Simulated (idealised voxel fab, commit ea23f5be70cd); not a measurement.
process module | voxel capacitor over wiring
cross-section cut | 160 nm wide | cells 5 nm
A cross-section is a grid of square cells, given in bands from the top down. A band is one or more rows of cells.
Each band's line starts with the height of the band's top and of its bottom, in nm. Then come its materials from left to right, each with its width in nm. One material with "throughout" fills the band from edge to edge. "air" is empty space.
Height 0 is the level under which the wafer as received is all one material. The lowest band goes on downwards, as in "0 down".
A width such as "30 to 40" changes by the same amount from each row of cells to the next, from the band's top row to its bottom row.
"no change" after a step means that no cell of the cross-section changed.
closed voids: empty space of 8 cells or more with no open way to the top, each as width x height at its distance from the left edge, in nm
after a step's settings: what the simulator itself notes on the step
overlay nm, on a step with a mask: how far to the right of its planned place the mask lay; to the left if negative
plan
1 op RECEIVE | material Si
2 op CONFORMAL_DEP | material SiO2 | thk nm 10
3 op CONFORMAL_DEP | material SiCN | thk nm 5
4 op DIRECTIONAL_DEP | material lowk | thk nm 15
5 op PATTERN | tone open | mask id METAL_1 | material resist | width nm 20 | pitch nm 85 | thk nm 20 | overlay nm 0
6 op DIRECTIONAL_ETCH | etch materials lowk | depth nm 15
7 op DIRECTIONAL_ETCH | etch materials SiCN | depth nm 5
8 op STRIP | etch materials resist
9 op CONFORMAL_DEP | material TiN | thk nm 5
10 op FILL_DEP | material Cu | thk nm 5
11 op CMP | height nm 30
12 op EPI | material Ru | thk nm 5
13 op FILL_DEP | material SiCN | thk nm 5
14 op DIRECTIONAL_DEP | material lowk | thk nm 10
15 op PATTERN | tone open | mask id PLUG_1 | material resist | width nm 15 | thk nm 15 | overlay nm 0
16 op DIRECTIONAL_ETCH | etch materials lowk | depth nm 10
17 op DIRECTIONAL_ETCH | etch materials SiCN | depth nm 5
18 op STRIP | etch materials resist
19 op EPI | material Ru | thk nm 10
20 op EPI | material Ru | thk nm 5
21 op DIRECTIONAL_DEP | material TiN | thk nm 10
22 op DIRECTIONAL_DEP | material SiN | thk nm 5
23 op DIRECTIONAL_DEP | material TiN | thk nm 5
24 op MASKED_ETCH | tone cover | mask id UPPER_PLATE | width nm 70 | etch materials TiN | depth nm 5 | overlay nm 0
25 op MASKED_ETCH | tone cover | mask id UPPER_PLATE | width nm 70 | etch materials SiN | depth nm 5 | overlay nm 0
26 op PATTERN | tone cover | mask id LOWER_PLATE | material resist | width nm 80 | thk nm 15 | overlay nm 0
27 op DIRECTIONAL_ETCH | etch materials TiN | depth nm 10
28 op STRIP | etch materials resist
29 op FILL_DEP | material SiO2 | thk nm 15
30 op CMP | height nm 80
31 op MASKED_ETCH | tone open | mask id PLUG_2 | width nm 15 | etch materials SiO2 | depth nm 10 | overlay nm 0
32 op CONFORMAL_DEP | material TiN | thk nm 5
33 op FILL_DEP | material W | thk nm 10
34 op CMP | height nm 80
35 op CONFORMAL_DEP | material SiN | thk nm 5
first wafer, as planned
as received, after step 1
  0 down: Si throughout
  closed voids: none
after step 2
  10 to 0: SiO2 throughout
  below 0: unchanged
after step 3
  15 to 10: SiCN throughout
  below 10: unchanged
after step 4
  30 to 15: lowk throughout
  below 15: unchanged
after step 5
  50 to 30: resist 25 | air 20 | resist 65 | air 20 | resist 30
  below 30: unchanged
after step 6
  50 to 30: resist 25 | air 20 | resist 65 | air 20 | resist 30
  30 to 15: lowk 25 | air 20 | lowk 65 | air 20 | lowk 30
  below 15: unchanged
after step 7
  50 to 30: resist 25 | air 20 | resist 65 | air 20 | resist 30
  30 to 15: lowk 25 | air 20 | lowk 65 | air 20 | lowk 30
  15 to 10: SiCN 25 | air 20 | SiCN 65 | air 20 | SiCN 30
  below 10: unchanged
after step 8
  30 to 15: lowk 25 | air 20 | lowk 65 | air 20 | lowk 30
  below 15: unchanged
after step 9
  35 to 30: TiN 30 | air 10 | TiN 75 | air 10 | TiN 35
  30 to 15: lowk 25 | TiN 5 | air 10 | TiN 5 | lowk 65 | TiN 5 | air 10 | TiN 5 | lowk 30
  15 to 10: SiCN 25 | TiN 20 | SiCN 65 | TiN 20 | SiCN 30
  below 10: unchanged
after step 10
  40 to 35: Cu throughout
  35 to 30: TiN 30 | Cu 10 | TiN 75 | Cu 10 | TiN 35
  30 to 15: lowk 25 | TiN 5 | Cu 10 | TiN 5 | lowk 65 | TiN 5 | Cu 10 | TiN 5 | lowk 30
  below 15: unchanged
after step 11
  30 to 15: lowk 25 | TiN 5 | Cu 10 | TiN 5 | lowk 65 | TiN 5 | Cu 10 | TiN 5 | lowk 30
  below 15: unchanged
after step 12
  35 to 30: air 20 | Ru 30 | air 55 | Ru 30 | air 25
  below 30: unchanged
after step 13
  40 to 35: SiCN throughout
  35 to 30: SiCN 20 | Ru 30 | SiCN 55 | Ru 30 | SiCN 25
  below 30: unchanged
after step 14
  50 to 40: lowk throughout
  below 40: unchanged
after step 15
  65 to 50: resist 30 | air 15 | resist 115
  below 50: unchanged
after step 16
  65 to 50: resist 30 | air 15 | resist 115
  50 to 40: lowk 30 | air 15 | lowk 115
  below 40: unchanged
after step 17
  65 to 50: resist 30 | air 15 | resist 115
  50 to 40: lowk 30 | air 15 | lowk 115
  40 to 35: SiCN 30 | air 15 | SiCN 115
  below 35: unchanged
after step 18
  50 to 40: lowk 30 | air 15 | lowk 115
  below 40: unchanged
after step 19
  50 to 45: lowk 30 | air 15 | lowk 115
  45 to 40: lowk 30 | Ru 15 | lowk 115
  40 to 35: SiCN 30 | Ru 15 | SiCN 115
  below 35: unchanged
after step 20
  50 to 40: lowk 30 | Ru 15 | lowk 115
  below 40: unchanged
after step 21
  60 to 50: TiN throughout
  below 50: unchanged
after step 22
  65 to 60: SiN throughout
  below 60: unchanged
after step 23
  70 to 65: TiN throughout
  below 65: unchanged
after step 24
  70 to 65: air 30 | TiN 70 | air 60
  below 65: unchanged
after step 25
  70 to 65: air 30 | TiN 70 | air 60
  65 to 60: air 30 | SiN 70 | air 60
  below 60: unchanged
after step 26
  85 to 70: air 25 | resist 80 | air 55
  70 to 65: air 25 | resist 5 | TiN 70 | resist 5 | air 55
  65 to 60: air 25 | resist 5 | SiN 70 | resist 5 | air 55
  below 60: unchanged
after step 27
  85 to 70: air 25 | resist 80 | air 55
  70 to 65: air 25 | resist 5 | TiN 70 | resist 5 | air 55
  65 to 60: air 25 | resist 5 | SiN 70 | resist 5 | air 55
  60 to 50: air 25 | TiN 80 | air 55
  below 50: unchanged
after step 28
  70 to 65: air 30 | TiN 70 | air 60
  65 to 60: air 30 | SiN 70 | air 60
  below 60: unchanged
after step 29
  85 to 70: SiO2 throughout
  70 to 65: SiO2 30 | TiN 70 | SiO2 60
  65 to 60: SiO2 30 | SiN 70 | SiO2 60
  60 to 50: SiO2 25 | TiN 80 | SiO2 55
  below 50: unchanged
after step 30
  80 to 70: SiO2 throughout
  below 70: unchanged
after step 31
  80 to 70: SiO2 40 | air 15 | SiO2 105
  below 70: unchanged
after step 32
  85 to 80: TiN 45 | air 5 | TiN 110
  80 to 75: SiO2 40 | TiN 5 | air 5 | TiN 5 | SiO2 105
  75 to 65: SiO2 40 to 30 | TiN 15 to 70 | SiO2 105 to 60
  below 65: unchanged
after step 33
  95 to 85: W throughout
  85 to 80: TiN 45 | W 5 | TiN 110
  80 to 75: SiO2 40 | TiN 5 | W 5 | TiN 5 | SiO2 105
  below 75: unchanged
after step 34
  80 to 75: SiO2 40 | TiN 5 | W 5 | TiN 5 | SiO2 105
  below 75: unchanged
after step 35
  85 to 80: SiN throughout
  below 80: unchanged
second wafer: like start, like plan, one mistake. Through step 18 it matches the first wafer
when step 19 should have ended
  55 to 50: air 25 | Ru 25 | air 110
  50 to 40: lowk 30 | Ru 15 | lowk 115
  40 to 35: SiCN 30 | Ru 15 | SiCN 115
  below 35: unchanged
when step 20 should have ended
  60 to 50: air 20 | Ru 35 | air 105
  below 50: unchanged
when step 21 should have ended
  70 to 60: air 20 | TiN 35 | air 105
  60 to 50: TiN 20 | Ru 35 | TiN 105
  below 50: unchanged
when step 22 should have ended
  75 to 70: air 20 | SiN 35 | air 105
  70 to 65: air 20 | TiN 35 | air 105
  65 to 60: SiN 20 | TiN 35 | SiN 105
  below 60: unchanged
when step 23 should have ended
  80 to 75: air 20 | TiN 35 | air 105
  75 to 70: air 20 | SiN 35 | air 105
  70 to 65: TiN throughout
  below 65: unchanged
when step 24 should have ended
  80 to 75: air 30 | TiN 25 | air 105
  75 to 70: air 20 | SiN 35 | air 105
  70 to 65: air 20 | TiN 80 | air 60
  below 65: unchanged
when step 25 should have ended
  80 to 75: air 30 | TiN 25 | air 105
  75 to 70: air 30 | SiN 25 | air 105
  70 to 65: air 20 | TiN 80 | air 60
  65 to 60: air 20 | TiN 35 | SiN 45 | air 60
  below 60: unchanged
when step 26 should have ended
  95 to 80: air 25 | resist 80 | air 55
  80 to 75: air 25 | resist 5 | TiN 25 | resist 50 | air 55
  75 to 70: air 25 | resist 5 | SiN 25 | resist 50 | air 55
  70 to 65: air 20 | TiN 80 | resist 5 | air 55
  65 to 60: air 20 | TiN 35 | SiN 45 | resist 5 | air 55
  below 60: unchanged
when step 27 should have ended
  95 to 80: air 25 | resist 80 | air 55
  80 to 75: air 25 | resist 5 | TiN 25 | resist 50 | air 55
  75 to 70: air 25 | resist 5 | SiN 25 | resist 50 | air 55
  70 to 65: air 25 | TiN 75 | resist 5 | air 55
  65 to 60: air 25 | TiN 30 | SiN 45 | resist 5 | air 55
  60 to 50: air 20 | Ru 35 | TiN 50 | air 55
  below 50: unchanged
when step 28 should have ended
  80 to 75: air 30 | TiN 25 | air 105
  75 to 70: air 30 | SiN 25 | air 105
  70 to 65: air 25 | TiN 75 | air 60
  65 to 60: air 25 | TiN 30 | SiN 45 | air 60
  below 60: unchanged
when step 29 should have ended
  95 to 80: SiO2 throughout
  80 to 75: SiO2 30 | TiN 25 | SiO2 105
  75 to 70: SiO2 30 | SiN 25 | SiO2 105
  70 to 65: SiO2 25 | TiN 75 | SiO2 60
  65 to 60: SiO2 25 | TiN 30 | SiN 45 | SiO2 60
  60 to 50: SiO2 20 | Ru 35 | TiN 50 | SiO2 55
  below 50: unchanged
when step 30 should have ended
  80 to 75: SiO2 30 | TiN 25 | SiO2 105
  below 75: unchanged
when step 31 should have ended: no change
when step 32 should have ended
  85 to 80: TiN throughout
  below 80: unchanged
when step 33 should have ended
  95 to 85: W throughout
  below 85: unchanged
when step 34 should have ended
  80 to 75: SiO2 30 | TiN 25 | SiO2 105
  below 75: unchanged
when step 35 should have ended
  85 to 80: SiN throughout
  below 80: unchanged
what went wrong: step 19 was run twice
at the end the second wafer has, in cells: 14 more of Ru | 8 fewer of SiO2 | 5 fewer of TiN | 1 fewer of W
